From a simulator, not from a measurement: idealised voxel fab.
Process module, titled voxel self aligned vias
Section shown: cut. Width: 190 nm. Cell size: 5 nm, square.
We lay out every cross-section as a grid of square cells and spell it out in bands from the top down, where one band means one or more rows of cells. It is stipulated that each band's entry specify, in nanometres, the height of the top of the band and then that of its bottom, followed by the materials of the band in left-to-right sequence, each together with its width in nanometres. A single material marked by the word "throughout" is understood to fill the band from edge to edge; the word "empty" is understood to denote empty space. Height 0 is the level under which the wafer as received is all one material. The lowest band goes on downwards, as in "0 and below". Think of "30..40" as a width that walks from the first number to the second as you go down the band, top row to bottom row, taking equal-sized steps from row to row. Key: "no modification" - step with no changed cell in the cross-section. So "Closed void register" is basically the list of trapped voids: any empty space of 8 cells or more that can't reach the top through an opening. They're written width x height at distance, the distance being from the left edge, and it's all nm. Step line, after settings: the simulator's comment on this step. overlay nm: where the mask lay relative to plan, measured to the right, on steps with a mask; negatives go left.
Set out below are the planned steps of the process:
1) RECEIVE (material Si)
2) CONFORMAL_DEP (material SiO2; thk nm 15)
3) CONFORMAL_DEP (material SiCN; thk nm 5)
4) DIRECTIONAL_DEP (material lowk; thk nm 25)
5) PATTERN (tone open; mask id LINES; material resist; width nm 30; pitch nm 55; thk nm 15; overlay nm 0)
6) DIRECTIONAL_ETCH (etch materials lowk; depth nm 25)
7) STRIP (etch materials resist)
8) CONFORMAL_DEP (material TiN; thk nm 5)
9) FILL_DEP (material W; thk nm 10)
10) CMP (height nm 45)
11) SELECTIVE_ETCH (etch materials W Ru TiN; depth nm 5)
12) FILL_DEP (material SiN; thk nm 10)
13) CMP (height nm 45)
14) DIRECTIONAL_DEP (material lowk; thk nm 15)
15) MASKED_ETCH (tone open; mask id VIAS; width nm 40; pitch nm 55; etch materials lowk; depth nm 15; overlay nm 0)
16) MASKED_ETCH (tone open; mask id VIAS; width nm 40; pitch nm 55; etch materials SiN; depth nm 5; overlay nm 0)
17) CONFORMAL_DEP (material TiN; thk nm 5)
18) FILL_DEP (material Ru; thk nm 5)
19) CMP (height nm 60)
20) CONFORMAL_DEP (material SiCN; thk nm 5)
As-received state of the wafer in cross-section, equivalent to post-step 1:
    0 and below = Si throughout
    Closed void register: none
The first of the two wafers as seen in cross-section once the module was finished; processing followed the plan:
    65 down to 60 = SiCN throughout
    60 down to 50 = lowk=45, TiN=5, Ru=30, TiN=5, lowk=15, TiN=5, Ru=30, TiN=5, lowk=50
    50 down to 45 = lowk=45, TiN=10, Ru=20, TiN=10, lowk=15, TiN=10, Ru=20, TiN=10, lowk=50
    45 down to 40 = lowk=50, TiN=30, lowk=25, TiN=30, lowk=55
    40 down to 25 = lowk=50, TiN=5, W=20, TiN=5, lowk=25, TiN=5, W=20, TiN=5, lowk=55
    25 down to 20 = lowk=50, TiN=30, lowk=25, TiN=30, lowk=55
    20 down to 15 = SiCN throughout
    15 down to 0 = SiO2 throughout
    0 and below = Si throughout
    Closed void register: none
Presented here is a cross-section of the second of the two wafers as it stood at the end of the module. It was started in the same manner and assigned the same plan as the first wafer; however, one mistake was made in its execution:
    65 down to 60 = SiCN throughout
    60 down to 45 = lowk=45, TiN=5, Ru=30, TiN=5, lowk=15, TiN=5, Ru=30, TiN=5, lowk=50
    45 down to 40 = SiN=45, TiN=40, SiN=15, TiN=40, SiN=50
    40 down to 35 = W throughout
    35 down to 30 = TiN=55, W=20, TiN=35, W=20, TiN=60
    30 down to 10 = lowk=50, TiN=5, W=20, TiN=5, lowk=25, TiN=5, W=20, TiN=5, lowk=55
    10 down to 5 = lowk=50, TiN=30, lowk=25, TiN=30, lowk=55
    5 down to 0 = SiCN throughout
    0 and below = Si throughout
    Closed void register: none
Run error: step 2 in the plan did not get run; it was skipped
Looking at both finished wafers in cells, the second ends up ahead of or behind the first on some materials: 4 more of Ru, 22 more of SiN, 114 fewer of SiO2, 34 more of TiN, 54 more of W
